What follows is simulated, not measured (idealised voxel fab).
process module | voxel self aligned vias
cross-section cut | 205 nm wide | cells 5 nm
A cross-section is a grid of square cells, given in bands from the top down. A band is one or more rows of cells.
Each band's line starts with the height of the band's top and of its bottom, in nm. Then come its materials from left to right, each with its width in nm. One material with "throughout" fills the band from edge to edge. "air" is empty space.
Height 0 is the level under which the wafer as received is all one material. The lowest band goes on downwards, as in "0 down".
A width such as "30 to 40" changes by the same amount from each row of cells to the next, from the band's top row to its bottom row.
"no change" after a step means that no cell of the cross-section changed.
closed voids: empty space of 8 cells or more with no open way to the top, each as width x height at its distance from the left edge, in nm
after a step's settings: what the simulator itself notes on the step
overlay nm, on a step with a mask: how far to the right of its planned place the mask lay; to the left if negative
plan
1 op RECEIVE | material Si
2 op CONFORMAL_DEP | material SiO2 | thk nm 10
3 op CONFORMAL_DEP | material SiCN | thk nm 5
4 op DIRECTIONAL_DEP | material SiO2 | thk nm 25
5 op PATTERN | tone open | mask id LINES | material resist | width nm 20 | pitch nm 65 | thk nm 20 | overlay nm 0
6 op DIRECTIONAL_ETCH | etch materials SiO2 | depth nm 25
7 op STRIP | etch materials resist
8 op CONFORMAL_DEP | material TiN | thk nm 5
9 op FILL_DEP | material W | thk nm 10
10 op CMP | height nm 40
11 op SELECTIVE_ETCH | etch materials W Ru TiN | depth nm 5
12 op FILL_DEP | material SiN | thk nm 5
13 op CMP | height nm 40
14 op DIRECTIONAL_DEP | material SiO2 | thk nm 20
15 op PATTERN | tone open | mask id VIAS | material resist | width nm 40 | pitch nm 130 | thk nm 20 | overlay nm 0
16 op DIRECTIONAL_ETCH | etch materials SiO2 | depth nm 20
17 op DIRECTIONAL_ETCH | etch materials SiN | depth nm 5
18 op STRIP | etch materials resist
19 op CONFORMAL_DEP | material TiN | thk nm 5
20 op FILL_DEP | material Ru | thk nm 5
21 op CMP | height nm 60
22 op CONFORMAL_DEP | material SiN | thk nm 5
as received, after step 1
  0 down: Si throughout
  closed voids: none
a wafer at the end: this start, this plan, one mistake
  65 to 60: SiN throughout
  60 to 45: SiO2 20 | TiN 5 | Ru 25 | TiN 5 | SiO2 95 | TiN 5 | Ru 25 | TiN 5 | SiO2 20
  45 to 40: SiO2 20 | TiN 10 | Ru 10 | TiN 15 | SiO2 95 | TiN 10 | Ru 10 | TiN 15 | SiO2 20
  40 to 35: SiO2 25 | TiN 20 | SiO2 45 | SiN 20 | SiO2 45 | TiN 20 | SiO2 30
  35 to 20: SiO2 25 | TiN 5 | W 10 | TiN 5 | SiO2 45 | TiN 5 | W 10 | TiN 5 | SiO2 45 | TiN 5 | W 10 | TiN 5 | SiO2 30
  20 to 15: SiO2 25 | TiN 20 | SiO2 45 | TiN 20 | SiO2 45 | TiN 20 | SiO2 30
  15 to 10: SiCN throughout
  10 to 0: SiO2 throughout
  0 down: Si throughout
  closed voids: none
what went wrong: step 15 ran as: op PATTERN | tone open | mask id VIAS | material resist | width nm 35 | pitch nm 130 | thk nm 20 | overlay nm 0
